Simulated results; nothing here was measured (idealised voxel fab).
process module | voxel fin reveal
cross-section cut | 220 nm wide | cells 5 nm
A cross-section is a grid of square cells, given in bands from the top down. A band is one or more rows of cells.
Each band's line starts with the height of the band's top and of its bottom, in nm. Then come its materials from left to right, each with its width in nm. One material with "throughout" fills the band from edge to edge. "air" is empty space.
Height 0 is the level under which the wafer as received is all one material. The lowest band goes on downwards, as in "0 down".
A width such as "30 to 40" changes by the same amount from each row of cells to the next, from the band's top row to its bottom row.
"no change" after a step means that no cell of the cross-section changed.
closed voids: empty space of 8 cells or more with no open way to the top, each as width x height at its distance from the left edge, in nm
after a step's settings: what the simulator itself notes on the step
overlay nm, on a step with a mask: how far to the right of its planned place the mask lay; to the left if negative
plan
1 op RECEIVE | material Si
2 op CONFORMAL_DEP | material SiN | thk nm 10
3 op MASKED_ETCH | tone cover | mask id FINS | width nm 15 | pitch nm 45 | etch materials SiN | depth nm 10 | overlay nm 0
4 op MASKED_ETCH | tone cover | mask id FINS | width nm 15 | pitch nm 45 | etch materials Si | depth nm 35 | overlay nm -15
5 op OXIDIZE | depth nm 5
6 op FILL_DEP | material SiO2 | thk nm 10
7 op CMP | height nm 10
8 op SELECTIVE_ETCH | etch materials SiO2 | depth nm 35
9 op STRIP | etch materials SiN
varied across the wafers: overlay nm of step 4. The plan shows the first wafer's value. All wafers start alike
first wafer as received, after step 1
  0 down: Si throughout
  closed voids: none
first wafer at the end, after step 9
  0 to -5: air 85 | Si 5 | air 40 | Si 5 | air 85
  -5 to -25: air 70 | Si 20 | air 25 | Si 20 | air 85
  -25 to -40: SiO2 70 | Si 20 | SiO2 25 | Si 20 | SiO2 85
  -40 down: Si throughout
  closed voids: none
last wafer at the end
  0 to -5: air 85 | Si 5 | air 40 | Si 5 | air 85
  -5 to -25: air 85 | Si 20 | air 25 | Si 20 | air 70
  -25 to -40: SiO2 85 | Si 20 | SiO2 25 | Si 20 | SiO2 70
  -40 down: Si throughout
  closed voids: none
each wafer at the end: cells of each material gained (+) or lost (-) since it was received, then its closed voids
overlay nm -15 | -294 Si | +108 SiO2 | closed voids: none
overlay nm -10 | -308 Si | +114 SiO2 | closed voids: none
overlay nm -5 | -322 Si | +120 SiO2 | closed voids: none
overlay nm 0 | -336 Si | +126 SiO2 | closed voids: none
overlay nm 5 | -322 Si | +120 SiO2 | closed voids: none
overlay nm 10 | -308 Si | +114 SiO2 | closed voids: none
overlay nm 15 | -294 Si | +108 SiO2 | closed voids: none
